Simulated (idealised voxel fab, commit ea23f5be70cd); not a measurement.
Title: Process Module voxel plated lines
This is section cut - it's 215 nm across, gridded in 5 nm square cells.
Cross-section format: a grid of square cells, given as bands from top to bottom; each band is one or more rows of cells. A band entry consists of two parts. The first gives the height of the band's top and the height of its bottom, in nm. The rest lists the band's materials from left to right, each with its width in nm. A single material labelled with the word "throughout" fills the band from edge to edge, and the word "blank" marks empty space. Heights are measured from 0, the level below which the as-received wafer is all one material; the lowest band has no bottom and continues downward, written as in "0 and below". A width given as "30 to 40" starts at the first number in the band's top row and ends at the second number in its bottom row, shifting by an equal amount at every step from row to row. Reading "no change occurred" for a step: not a cell of the cross-section changed in it. "Non-vented voids": sealed empty spaces, 8 cells or more, no open way to top, listed width x height at distance, with distance from the left edge and width, height and distance in nm. That trailing text on a step's line, after the settings, is the simulator's own remark on the step. What "overlay nm" on a step's line means: if the step has a mask, that mask lay this far to the right of its planned place, or, when the value is negative, to the left.

The process steps that were planned are listed below
| 1 | op RECEIVE | material Si |
| 2 | op CONFORMAL_DEP | material SiO2 | thk nm 15 |
| 3 | op DIRECTIONAL_DEP | material TiN | thk nm 5 |
| 4 | op PATTERN | tone open | mask id LINES | material resist | width nm 20 | pitch nm 40 | thk nm 40 | overlay nm 0 |
| 5 | op EPI | material Ru | thk nm 10 |
| 6 | op EPI | material Ru | thk nm 5 |
| 7 | op EPI | material Ru | thk nm 5 |
| 8 | op STRIP | etch materials resist |
| 9 | op DIRECTIONAL_ETCH | etch materials TiN | depth nm 5 |
| 10 | op CONFORMAL_DEP | material SiN | thk nm 10 |

Cross-section of the wafer as it came to us, i.e., already through step 1
0 and below = Si throughout
Non-vented voids: none

Wafer cross-section at module end: first of two, run to plan
50 down to 40 = blank 45 nm | SiN 120 nm | blank 50 nm
40 down to 25 = blank 45 nm | SiN 10 nm | Ru 20 nm | SiN 20 nm | Ru 20 nm | SiN 20 nm | Ru 20 nm | SiN 10 nm | blank 50 nm
25 down to 20 = SiN 55 nm | Ru 20 nm | SiN 20 nm | Ru 20 nm | SiN 20 nm | Ru 20 nm | SiN 60 nm
20 down to 15 = SiN 55 nm | TiN 20 nm | SiN 20 nm | TiN 20 nm | SiN 20 nm | TiN 20 nm | SiN 60 nm
15 down to 0 = SiO2 throughout
0 and below = Si throughout
Non-vented voids: none

Now the second wafer, cross-sectioned at the end of the module. Nothing different at the start, nothing different in the plan compared with the first, just one mistake when it was actually run
50 down to 40 = blank 35 nm | SiN 120 nm | blank 60 nm
40 down to 25 = blank 35 nm | SiN 10 nm | Ru 20 nm | SiN 20 nm | Ru 20 nm | SiN 20 nm | Ru 20 nm | SiN 10 nm | blank 60 nm
25 down to 20 = SiN 45 nm | Ru 20 nm | SiN 20 nm | Ru 20 nm | SiN 20 nm | Ru 20 nm | SiN 70 nm
20 down to 15 = SiN 45 nm | TiN 20 nm | SiN 20 nm | TiN 20 nm | SiN 20 nm | TiN 20 nm | SiN 70 nm
15 down to 0 = SiO2 throughout
0 and below = Si throughout
Non-vented voids: none
So what did we get wrong on this run? in deviation from the planned setting, step 4 was conducted as op PATTERN | tone open | mask id LINES | material resist | width nm 20 | pitch nm 40 | thk nm 40 | overlay nm -10
Both wafers, final: cells per material equal; arrangement not.
